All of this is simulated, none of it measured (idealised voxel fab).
Process module heading - voxel capacitor over wiring
Xsec cut, 235 nm wide, square cell size 5 nm.
If you're reading a cross-section in this doc, picture square cells in a grid; it comes to you as bands, top ones listed first down to the bottom, and a band can be one or more rows of cells. Quick guide to a band line: top height, bottom height (nm) up front; then every material left to right with its width in nm. Only one material and it's marked "edge to edge"? Then it fills the band edge to edge. And "empty" just means empty space. Height is counted from the level 0, under which the received wafer is composed throughout of one material. The lowest of the bands is not closed at the bottom but continues downward, in the notation "from 0 down". Think of "30->40" as a width that walks from the first number to the second as you go down the band, top row to bottom row, taking equal-sized steps from row to row. Any step labelled "no modification" changed none of the cells in the cross-section. "Enclosed void list": empty spaces of 8 cells or more with no open way to the top, each given as width x height at distance, distance from the left edge, all in nm. If you see something after the settings on a step's line, that's the simulator's own remark about that step. overlay nm: how far to the right of its planned place the mask lay on this masked step (negative: to the left).
## List of planned process steps
1,RECEIVE,material Si
2,CONFORMAL_DEP,material SiO2,thk nm 10
3,DIRECTIONAL_DEP,material TiN,thk nm 5
4,DIRECTIONAL_DEP,material Ru,thk nm 25
5,DIRECTIONAL_DEP,material aC,thk nm 10
6,PATTERN,tone cover,mask id METAL_1,material resist,width nm 30,pitch nm 90,thk nm 25,overlay nm 0
7,DIRECTIONAL_ETCH,etch materials aC,depth nm 10
8,STRIP,etch materials resist
9,DIRECTIONAL_ETCH,etch materials Ru,depth nm 25
10,DIRECTIONAL_ETCH,etch materials TiN,depth nm 5
11,STRIP,etch materials aC
12,CONFORMAL_DEP,material SiN,thk nm 5
13,FILL_DEP,material SiO2,thk nm 5
14,CMP,height nm 40
15,CONFORMAL_DEP,material SiCN,thk nm 5
16,DIRECTIONAL_DEP,material lowk,thk nm 10
17,DIRECTIONAL_DEP,material aC,thk nm 10
18,PATTERN,tone open,mask id PLUG_1,material resist,width nm 15,thk nm 25,overlay nm 0
19,DIRECTIONAL_ETCH,etch materials aC,depth nm 10
20,STRIP,etch materials resist
21,DIRECTIONAL_ETCH,etch materials lowk,depth nm 10
22,DIRECTIONAL_ETCH,etch materials SiCN,depth nm 5
23,STRIP,etch materials aC
24,EPI,material Ru,thk nm 10
25,EPI,material Ru,thk nm 5
26,DIRECTIONAL_DEP,material TiN,thk nm 10
27,DIRECTIONAL_DEP,material Al2O3,thk nm 5
28,DIRECTIONAL_DEP,material TiN,thk nm 10
29,PATTERN,tone cover,mask id UPPER_PLATE,material resist,width nm 65,thk nm 20,overlay nm 0
30,DIRECTIONAL_ETCH,etch materials TiN,depth nm 10
31,DIRECTIONAL_ETCH,etch materials Al2O3,depth nm 5
32,STRIP,etch materials resist
33,DIRECTIONAL_DEP,material aC,thk nm 15
34,PATTERN,tone cover,mask id LOWER_PLATE,material resist,width nm 65,thk nm 35,overlay nm 0
35,DIRECTIONAL_ETCH,etch materials aC,depth nm 15
36,STRIP,etch materials resist
37,DIRECTIONAL_ETCH,etch materials TiN,depth nm 10
38,STRIP,etch materials aC
39,FILL_DEP,material SiO2,thk nm 15
40,CMP,height nm 90
41,MASKED_ETCH,tone open,mask id PLUG_2,width nm 15,etch materials SiO2,depth nm 10,overlay nm 0
42,CONFORMAL_DEP,material TiN,thk nm 5
43,FILL_DEP,material W,thk nm 5
44,CMP,height nm 90
45,CONFORMAL_DEP,material SiCN,thk nm 5
Same starting wafers, different width nm at step 34. Plan value belongs to the first wafer.
## As-received cross-section, first of several wafers, post step 1
    from 0 down = Si edge to edge
    Enclosed void list: none
## First wafer of several, cross-section, module end, after step 45 (last)
    from 95 to 90 = SiCN edge to edge
    from 90 to 85 = SiO2: 80, TiN: 5, W: 5, TiN: 5, SiO2: 140
    from 85 to 80 = SiO2: 80, TiN: 15, SiO2: 140
    from 80 to 70 = SiO2: 70, TiN: 65, SiO2: 100
    from 70 to 65 = SiO2: 70, Al2O3: 65, SiO2: 100
    from 65 to 55 = SiO2: 70, TiN: 65, SiO2: 100
    from 55 to 45 = lowk: 70, Ru: 15, lowk: 150
    from 45 to 40 = SiCN: 70, Ru: 15, SiCN: 150
    from 40 to 15 = SiO2: 50, SiN: 5, Ru: 30, SiN: 5, SiO2: 50, SiN: 5, Ru: 30, SiN: 5, SiO2: 55
    from 15 to 10 = SiN: 55, TiN: 30, SiN: 60, TiN: 30, SiN: 60
    from 10 to 0 = SiO2 edge to edge
    from 0 down = Si edge to edge
    Enclosed void list: none
## Here we cross-sectioned the last of the wafers once the module was done
    from 95 to 90 = SiCN edge to edge
    from 90 to 85 = SiO2: 80, TiN: 5, W: 5, TiN: 5, SiO2: 140
    from 85 to 80 = SiO2: 80, TiN: 15, SiO2: 140
    from 80 to 70 = SiO2: 70, TiN: 65, SiO2: 100
    from 70 to 65 = SiO2: 70, Al2O3: 65, SiO2: 100
    from 65 to 55 = SiO2: 60, TiN: 90, SiO2: 85
    from 55 to 45 = lowk: 70, Ru: 15, lowk: 150
    from 45 to 40 = SiCN: 70, Ru: 15, SiCN: 150
    from 40 to 15 = SiO2: 50, SiN: 5, Ru: 30, SiN: 5, SiO2: 50, SiN: 5, Ru: 30, SiN: 5, SiO2: 55
    from 15 to 10 = SiN: 55, TiN: 30, SiN: 60, TiN: 30, SiN: 60
    from 10 to 0 = SiO2 edge to edge
    from 0 down = Si edge to edge
    Enclosed void list: none
## So in this table every wafer gets its own row, and what you see is where it stands at the end of the module: for each material, how many cells it picked up (+) or gave up (-) since we received it, and after that its closed voids
width nm 65; +13 Al2O3; +69 Ru; +91 SiCN; +55 SiN; +507 SiO2; +69 TiN; +1 W; +88 lowk; Enclosed void list: none
width nm 70; +13 Al2O3; +69 Ru; +91 SiCN; +55 SiN; +505 SiO2; +71 TiN; +1 W; +88 lowk; Enclosed void list: none
width nm 75; +13 Al2O3; +69 Ru; +91 SiCN; +55 SiN; +503 SiO2; +73 TiN; +1 W; +88 lowk; Enclosed void list: none
width nm 80; +13 Al2O3; +69 Ru; +91 SiCN; +55 SiN; +501 SiO2; +75 TiN; +1 W; +88 lowk; Enclosed void list: none
width nm 85; +13 Al2O3; +69 Ru; +91 SiCN; +55 SiN; +499 SiO2; +77 TiN; +1 W; +88 lowk; Enclosed void list: none
width nm 90; +13 Al2O3; +69 Ru; +91 SiCN; +55 SiN; +497 SiO2; +79 TiN; +1 W; +88 lowk; Enclosed void list: none
